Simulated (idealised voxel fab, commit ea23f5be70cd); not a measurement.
Proc. module: voxel self aligned vias
Shown is cross-section cut, with a width of 290 nm and square cells of size 5 nm.
Bands, listed from the top down, are how a cross-section gets written in this document; the cross-section itself is a grid of square cells, and a band is one or more rows of them.
What a band's entry tells you: where the top is and where the bottom is, as heights in nm, and after that what lies inside, material by material from left to right, each with its width in nm. Empty space is written as the word "air", and a single material marked with the word "edge to edge" occupies the band from edge to edge.
Below 0: as-received wafer, all one material; heights counted from there. Lowest band: no bottom, goes on down, written "0..down".
A two-number width, for instance "30..40", indicates that the width is equal to the first number in the top row of the band and to the second number in the bottom row, and that it changes by a constant amount per row of cells.
Where the words "no change occurred" appear for a step, the cross-section shows no cell changed by that step; every cell remained as before.
Basically, "Closed void table" tells you about the enclosed voids: empty spaces with no open way to the top, 8 cells or bigger, each written width x height at distance, where distance is from the left edge, all in nm.
Text after the settings on a step's line: the simulator's own remark on that step.
overlay nm: mask right of planned place by this much (step with mask). Neg. = left.

This section lists the process steps that were planned
1. op RECEIVE | material Si
2. op CONFORMAL_DEP | material SiO2 | thk nm 10
3. op CONFORMAL_DEP | material SiCN | thk nm 5
4. op DIRECTIONAL_DEP | material SiO2 | thk nm 20
5. op MASKED_ETCH | tone open | mask id LINES | width nm 25 | pitch nm 50 | etch materials SiO2 | depth nm 20 | overlay nm 0
6. op CONFORMAL_DEP | material TiN | thk nm 5
7. op FILL_DEP | material Ru | thk nm 5
8. op CMP | height nm 35
9. op SELECTIVE_ETCH | etch materials W Ru TiN | depth nm 5
10. op FILL_DEP | material SiN | thk nm 10
11. op CMP | height nm 35
12. op DIRECTIONAL_DEP | material SiO2 | thk nm 15
13. op DIRECTIONAL_DEP | material aC | thk nm 10
14. op PATTERN | tone open | mask id VIAS | material resist | width nm 35 | pitch nm 50 | thk nm 30 | overlay nm 0
15. op DIRECTIONAL_ETCH | etch materials aC | depth nm 10
16. op STRIP | etch materials resist
17. op DIRECTIONAL_ETCH | etch materials SiO2 | depth nm 15
18. op DIRECTIONAL_ETCH | etch materials SiN | depth nm 5
19. op STRIP | etch materials aC
20. op CONFORMAL_DEP | material TiN | thk nm 5
21. op FILL_DEP | material Cu | thk nm 5
22. op CMP | height nm 50
23. op CONFORMAL_DEP | material SiN | thk nm 5

Account of the first of two wafers, which was processed as intended

Incoming wafer in cross-section (state: after step 1)
* 0..down | Si edge to edge
* Closed void table: none

After step 2, in cross-section
* 10..0 | SiO2 edge to edge
* Unchanged below 0.

After step 3, in cross-section
* 15..10 | SiCN edge to edge
* Unchanged below 10.

After step 4, in cross-section
* 35..15 | SiO2 edge to edge
* Unchanged below 15.

After step 5, in cross-section
* 35..15 | SiO2=105  air=25  SiO2=25  air=25  SiO2=110
* Unchanged below 15.

After step 6, in cross-section
* 40..35 | TiN=110  air=15  TiN=35  air=15  TiN=115
* 35..20 | SiO2=105  TiN=5  air=15  TiN=5  SiO2=25  TiN=5  air=15  TiN=5  SiO2=110
* 20..15 | SiO2=105  TiN=25  SiO2=25  TiN=25  SiO2=110
* Unchanged below 15.

After step 7, in cross-section
* 45..40 | Ru edge to edge
* 40..35 | TiN=110  Ru=15  TiN=35  Ru=15  TiN=115
* 35..20 | SiO2=105  TiN=5  Ru=15  TiN=5  SiO2=25  TiN=5  Ru=15  TiN=5  SiO2=110
* Unchanged below 20.

After step 8, in cross-section
* 35..20 | SiO2=105  TiN=5  Ru=15  TiN=5  SiO2=25  TiN=5  Ru=15  TiN=5  SiO2=110
* Unchanged below 20.

After step 9, in cross-section
* 35..30 | SiO2=105  air=25  SiO2=25  air=25  SiO2=110
* Unchanged below 30.

After step 10, in cross-section
* 45..35 | SiN edge to edge
* 35..30 | SiO2=105  SiN=25  SiO2=25  SiN=25  SiO2=110
* Unchanged below 30.

After step 11, in cross-section
* 35..30 | SiO2=105  SiN=25  SiO2=25  SiN=25  SiO2=110
* Unchanged below 30.

After step 12, in cross-section
* 50..35 | SiO2 edge to edge
* Unchanged below 35.

After step 13, in cross-section
* 60..50 | aC edge to edge
* Unchanged below 50.

After step 14, in cross-section
* 90..60 | resist=100  air=35  resist=15  air=35  resist=105
* Unchanged below 60.

After step 15, in cross-section
* 80..60 | resist=100  air=35  resist=15  air=35  resist=105
* 60..50 | aC=100  air=35  aC=15  air=35  aC=105
* Unchanged below 50.

After step 16, in cross-section
* 60..50 | aC=100  air=35  aC=15  air=35  aC=105
* Unchanged below 50.

After step 17, in cross-section
* 60..50 | aC=100  air=35  aC=15  air=35  aC=105
* 50..35 | SiO2=100  air=35  SiO2=15  air=35  SiO2=105
* Unchanged below 35.

After step 18, in cross-section
* 60..50 | aC=100  air=35  aC=15  air=35  aC=105
* 50..35 | SiO2=100  air=35  SiO2=15  air=35  SiO2=105
* 35..30 | SiO2=105  air=25  SiO2=25  air=25  SiO2=110
* Unchanged below 30.

After step 19, in cross-section
* 50..35 | SiO2=100  air=35  SiO2=15  air=35  SiO2=105
* Unchanged below 35.

After step 20, in cross-section
* 55..50 | TiN=105  air=25  TiN=25  air=25  TiN=110
* 50..40 | SiO2=100  TiN=5  air=25  TiN=5  SiO2=15  TiN=5  air=25  TiN=5  SiO2=105
* 40..35 | SiO2=100  TiN=10  air=15  TiN=10  SiO2=15  TiN=10  air=15  TiN=10  SiO2=105
* 35..30 | SiO2=105  TiN=25  SiO2=25  TiN=25  SiO2=110
* Unchanged below 30.

After step 21, in cross-section
* 60..55 | Cu edge to edge
* 55..50 | TiN=105  Cu=25  TiN=25  Cu=25  TiN=110
* 50..40 | SiO2=100  TiN=5  Cu=25  TiN=5  SiO2=15  TiN=5  Cu=25  TiN=5  SiO2=105
* 40..35 | SiO2=100  TiN=10  Cu=15  TiN=10  SiO2=15  TiN=10  Cu=15  TiN=10  SiO2=105
* Unchanged below 35.

After step 22, in cross-section
* 50..40 | SiO2=100  TiN=5  Cu=25  TiN=5  SiO2=15  TiN=5  Cu=25  TiN=5  SiO2=105
* Unchanged below 40.

After step 23, in cross-section
* 55..50 | SiN edge to edge
* Unchanged below 50.

The Second Wafer: Common Origin and Plan, One Mistake in Execution, Identical to the First Through Step 2

Second wafer cross-section, taken as of the time the plan sets for step 3 to be done: no change occurred

Second wafer cross-section, taken as of the time the plan sets for step 4 to be done
* 30..0 | SiO2 edge to edge
* Unchanged below 0.

Second wafer cross-section, taken as of the time the plan sets for step 5 to be done
* 30..10 | SiO2=105  air=25  SiO2=25  air=25  SiO2=110
* Unchanged below 10.

Second wafer cross-section, taken as of the time the plan sets for step 6 to be done
* 35..30 | TiN=110  air=15  TiN=35  air=15  TiN=115
* 30..15 | SiO2=105  TiN=5  air=15  TiN=5  SiO2=25  TiN=5  air=15  TiN=5  SiO2=110
* 15..10 | SiO2=105  TiN=25  SiO2=25  TiN=25  SiO2=110
* Unchanged below 10.

Second wafer cross-section, taken as of the time the plan sets for step 7 to be done
* 40..35 | Ru edge to edge
* 35..30 | TiN=110  Ru=15  TiN=35  Ru=15  TiN=115
* 30..15 | SiO2=105  TiN=5  Ru=15  TiN=5  SiO2=25  TiN=5  Ru=15  TiN=5  SiO2=110
* Unchanged below 15.

Second wafer cross-section, taken as of the time the plan sets for step 8 to be done
* 35..30 | TiN=110  Ru=15  TiN=35  Ru=15  TiN=115
* Unchanged below 30.

Second wafer cross-section, taken as of the time the plan sets for step 9 to be done
* 30..15 | SiO2=105  TiN=5  Ru=15  TiN=5  SiO2=25  TiN=5  Ru=15  TiN=5  SiO2=110
* Unchanged below 15.

Second wafer cross-section, taken as of the time the plan sets for step 10 to be done
* 40..30 | SiN edge to edge
* Unchanged below 30.

Second wafer cross-section, taken as of the time the plan sets for step 11 to be done
* 35..30 | SiN edge to edge
* Unchanged below 30.

Second wafer cross-section, taken as of the time the plan sets for step 12 to be done
* 50..35 | SiO2 edge to edge
* Unchanged below 35.

Second wafer cross-section, taken as of the time the plan sets for step 13 to be done
* 60..50 | aC edge to edge
* Unchanged below 50.

Second wafer cross-section, taken as of the time the plan sets for step 14 to be done
* 90..60 | resist=100  air=35  resist=15  air=35  resist=105
* Unchanged below 60.

Second wafer cross-section, taken as of the time the plan sets for step 15 to be done
* 80..60 | resist=100  air=35  resist=15  air=35  resist=105
* 60..50 | aC=100  air=35  aC=15  air=35  aC=105
* Unchanged below 50.

Second wafer cross-section, taken as of the time the plan sets for step 16 to be done
* 60..50 | aC=100  air=35  aC=15  air=35  aC=105
* Unchanged below 50.

Second wafer cross-section, taken as of the time the plan sets for step 17 to be done
* 60..50 | aC=100  air=35  aC=15  air=35  aC=105
* 50..35 | SiO2=100  air=35  SiO2=15  air=35  SiO2=105
* Unchanged below 35.

Second wafer cross-section, taken as of the time the plan sets for step 18 to be done
* 60..50 | aC=100  air=35  aC=15  air=35  aC=105
* 50..35 | SiO2=100  air=35  SiO2=15  air=35  SiO2=105
* 35..30 | SiN=100  air=35  SiN=15  air=35  SiN=105
* Unchanged below 30.

Second wafer cross-section, taken as of the time the plan sets for step 19 to be done
* 50..35 | SiO2=100  air=35  SiO2=15  air=35  SiO2=105
* Unchanged below 35.

Second wafer cross-section, taken as of the time the plan sets for step 20 to be done
* 55..50 | TiN=105  air=25  TiN=25  air=25  TiN=110
* 50..35 | SiO2=100  TiN=5  air=25  TiN=5  SiO2=15  TiN=5  air=25  TiN=5  SiO2=105
* 35..30 | SiN=100  TiN=35  SiN=15  TiN=35  SiN=105
* Unchanged below 30.

Second wafer cross-section, taken as of the time the plan sets for step 21 to be done
* 60..55 | Cu edge to edge
* 55..50 | TiN=105  Cu=25  TiN=25  Cu=25  TiN=110
* 50..35 | SiO2=100  TiN=5  Cu=25  TiN=5  SiO2=15  TiN=5  Cu=25  TiN=5  SiO2=105
* Unchanged below 35.

Second wafer cross-section, taken as of the time the plan sets for step 22 to be done
* 50..35 | SiO2=100  TiN=5  Cu=25  TiN=5  SiO2=15  TiN=5  Cu=25  TiN=5  SiO2=105
* Unchanged below 35.

Second wafer cross-section, taken as of the time the plan sets for step 23 to be done
* 55..50 | SiN edge to edge
* Unchanged below 50.
The plan and the run diverged here: step 3 of the plan was bypassed and not carried out
Final tally in cells, some materials are higher or lower on the second wafer than on the first: Cu: 4 more, Ru: 6 more, SiCN: 58 fewer, SiN: 44 more, TiN: 4 more
